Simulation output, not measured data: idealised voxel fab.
Title: Process Module voxel transistor to metal
Cross-sectional view cut (width: 200 nm; square cell size: 5 nm).
This document writes a cross-section as a grid whose cells are square, and gives it as bands, listed from the top down; one or more rows of cells form a band.
First you get the band's top height and its bottom height, in nm, and then the materials it's made of, left to right, with each width in nm. If you see a single material with "throughout", that one covers the band edge to edge. "blank" is empty space.
Height is counted from the level 0, under which the received wafer is composed throughout of one material. The lowest of the bands is not closed at the bottom but continues downward, in the notation "z 0 and below".
The notation "30->40" denotes a width that varies across the rows of cells in the band, beginning at the first number in the top row, finishing at the second number in the bottom row, and changing by an identical amount from each row to the next.
"everything unchanged" after a step means that no cell of the cross-section changed.
Any empty space of 8 cells or more lacking an open way to the top shows up in "Closed cavities" as width x height at distance, distance from the left edge, in nm.
Text after the settings on a step's line: the simulator's own remark on that step.
overlay nm, on a step with a mask: how far to the right of its planned place the mask lay; to the left if negative

# Steps planned for the process
1 op RECEIVE | material Si
2 op CONFORMAL_DEP | material SiO2 | thk nm 5
3 op CONFORMAL_DEP | material SiN | thk nm 15
4 op PATTERN | tone cover | mask id ACTIVE | material resist | width nm 100 | thk nm 15 | overlay nm 0
5 op DIRECTIONAL_ETCH | etch materials SiN | depth nm 15
6 op DIRECTIONAL_ETCH | etch materials SiO2 | depth nm 5
7 op DIRECTIONAL_ETCH | etch materials Si | depth nm 35
8 op STRIP | etch materials resist
9 op FILL_DEP | material SiO2 | thk nm 15
10 op CMP | height nm 20
11 op SELECTIVE_ETCH | etch materials SiO2 | depth nm 5
12 op STRIP | etch materials SiN
13 op SELECTIVE_ETCH | etch materials SiO2 | depth nm 5
14 op OXIDIZE | depth nm 5
15 op DIRECTIONAL_DEP | material polySi | thk nm 30
16 op DIRECTIONAL_DEP | material SiCN | thk nm 10
17 op PATTERN | tone cover | mask id GATE | material resist | width nm 20 | thk nm 15 | overlay nm 0
18 op DIRECTIONAL_ETCH | etch materials SiCN | depth nm 20
19 op DIRECTIONAL_ETCH | etch materials polySi | depth nm 40
20 op STRIP | etch materials resist
21 op CONFORMAL_DEP | material SiO2 | thk nm 5
22 op DIRECTIONAL_ETCH | etch materials SiO2 | depth nm 5
23 op CONFORMAL_DEP | material SiN | thk nm 5
24 op DIRECTIONAL_ETCH | etch materials SiN | depth nm 5
25 op DIRECTIONAL_ETCH | etch materials SiO2 | depth nm 5
26 op DIRECTIONAL_ETCH | etch materials Si | depth nm 15
27 op EPI | material SiGe | thk nm 15
28 op FILL_DEP | material SiO2 | thk nm 5
29 op CMP | height nm 40
30 op DIRECTIONAL_DEP | material SiO2 | thk nm 15
31 op MASKED_ETCH | tone open | mask id CONTACT | width nm 20 | pitch nm 70 | etch materials SiO2 | depth nm 45 | overlay nm 0
32 op CONFORMAL_DEP | material TiN | thk nm 5
33 op FILL_DEP | material W | thk nm 10
34 op CMP | height nm 55
35 op DIRECTIONAL_DEP | material TiN | thk nm 5
36 op DIRECTIONAL_DEP | material Ru | thk nm 20
37 op DIRECTIONAL_DEP | material aC | thk nm 15
38 op PATTERN | tone cover | mask id METAL_1 | material resist | width nm 20 | pitch nm 70 | thk nm 30 | overlay nm 0
39 op DIRECTIONAL_ETCH | etch materials aC | depth nm 15
40 op STRIP | etch materials resist
41 op DIRECTIONAL_ETCH | etch materials Ru | depth nm 20
42 op DIRECTIONAL_ETCH | etch materials TiN | depth nm 5
43 op STRIP | etch materials aC
44 op FILL_DEP | material lowk | thk nm 10
45 op CMP | height nm 80
46 op CONFORMAL_DEP | material SiCN | thk nm 5
47 op DIRECTIONAL_DEP | material SiO2 | thk nm 30
48 op PATTERN | tone open | mask id METAL_2_HOLES | material resist | width nm 15 | pitch nm 70 | thk nm 20 | overlay nm 0
49 op DIRECTIONAL_ETCH | etch materials SiO2 | depth nm 30
50 op STRIP | etch materials resist
51 op DIRECTIONAL_DEP | material aC | thk nm 15
52 op PATTERN | tone open | mask id METAL_2 | material resist | width nm 20 | pitch nm 70 | thk nm 30 | overlay nm 0
53 op DIRECTIONAL_ETCH | etch materials aC | depth nm 15
54 op STRIP | etch materials resist
55 op DIRECTIONAL_ETCH | etch materials SiO2 | depth nm 15
56 op DIRECTIONAL_ETCH | etch materials SiCN | depth nm 5
57 op STRIP | etch materials aC
58 op CONFORMAL_DEP | material TiN | thk nm 5
59 op FILL_DEP | material Cu | thk nm 10
60 op CMP | height nm 115
61 op CONFORMAL_DEP | material SiN | thk nm 5

# Received-state cross-section, reflecting completion of step 1
z 0 and below | Si throughout
Closed cavities: none

# Post-module cross-section: identical start and plan to those above, one misstep in execution
z 120 to 115 | SiN throughout
z 115 to 105 | SiO2 55 nm; TiN 5 nm; Cu 10 nm; TiN 5 nm; SiO2 50 nm; TiN 5 nm; Cu 10 nm; TiN 5 nm; SiO2 55 nm
z 105 to 100 | SiO2 55 nm; TiN 5 nm; Cu 5 nm; TiN 10 nm; SiO2 50 nm; TiN 5 nm; Cu 5 nm; TiN 10 nm; SiO2 55 nm
z 100 to 85 | SiO2 55 nm; TiN 5 nm; Cu 5 nm; TiN 5 nm; SiO2 55 nm; TiN 5 nm; Cu 5 nm; TiN 5 nm; SiO2 60 nm
z 85 to 80 | SiCN 55 nm; TiN 15 nm; SiCN 55 nm; TiN 15 nm; SiCN 60 nm
z 80 to 60 | lowk 55 nm; Ru 20 nm; lowk 50 nm; Ru 20 nm; lowk 55 nm
z 60 to 55 | lowk 55 nm; TiN 20 nm; lowk 50 nm; TiN 20 nm; lowk 55 nm
z 55 to 45 | W 50 nm; TiN 5 nm; SiO2 20 nm; TiN 5 nm; W 40 nm; TiN 5 nm; SiO2 20 nm; TiN 5 nm; W 50 nm
z 45 to 40 | W 50 nm; TiN 5 nm; SiO2 20 nm; TiN 50 nm; SiO2 20 nm; TiN 5 nm; W 50 nm
z 40 to 30 | W 50 nm; TiN 5 nm; SiO2 20 nm; TiN 5 nm; SiN 5 nm; TiN 5 nm; SiCN 20 nm; TiN 5 nm; SiN 5 nm; TiN 5 nm; SiO2 20 nm; TiN 5 nm; W 50 nm
z 30 to 15 | W 50 nm; TiN 5 nm; SiO2 20 nm; TiN 5 nm; SiN 5 nm; TiN 5 nm; polySi 20 nm; TiN 5 nm; SiN 5 nm; TiN 5 nm; SiO2 20 nm; TiN 5 nm; W 50 nm
z 15 to 10 | TiN 55 nm; SiO2 20 nm; TiN 5 nm; SiN 5 nm; TiN 5 nm; polySi 20 nm; TiN 5 nm; SiN 5 nm; TiN 5 nm; SiO2 20 nm; TiN 55 nm
z 10 to 0 | SiO2 50 nm; SiN 5 nm; SiGe 25 nm; SiN 5 nm; SiO2 5 nm; polySi 20 nm; SiO2 5 nm; SiN 5 nm; SiGe 25 nm; SiN 5 nm; SiO2 50 nm
z 0 to -5 | SiO2 55 nm; SiGe 25 nm; SiO2 40 nm; SiGe 25 nm; SiO2 55 nm
z -5 to -20 | SiO2 50 nm; Si 5 nm; SiGe 25 nm; Si 40 nm; SiGe 25 nm; Si 5 nm; SiO2 50 nm
z -20 to -35 | SiO2 50 nm; Si 100 nm; SiO2 50 nm
z -35 and below | Si throughout
Closed cavities: none
What went wrong in running the wafer? planned and actual differ for step 31; actual: op MASKED_ETCH | tone cover | mask id CONTACT | width nm 20 | pitch nm 70 | etch materials SiO2 | depth nm 45 | overlay nm 0
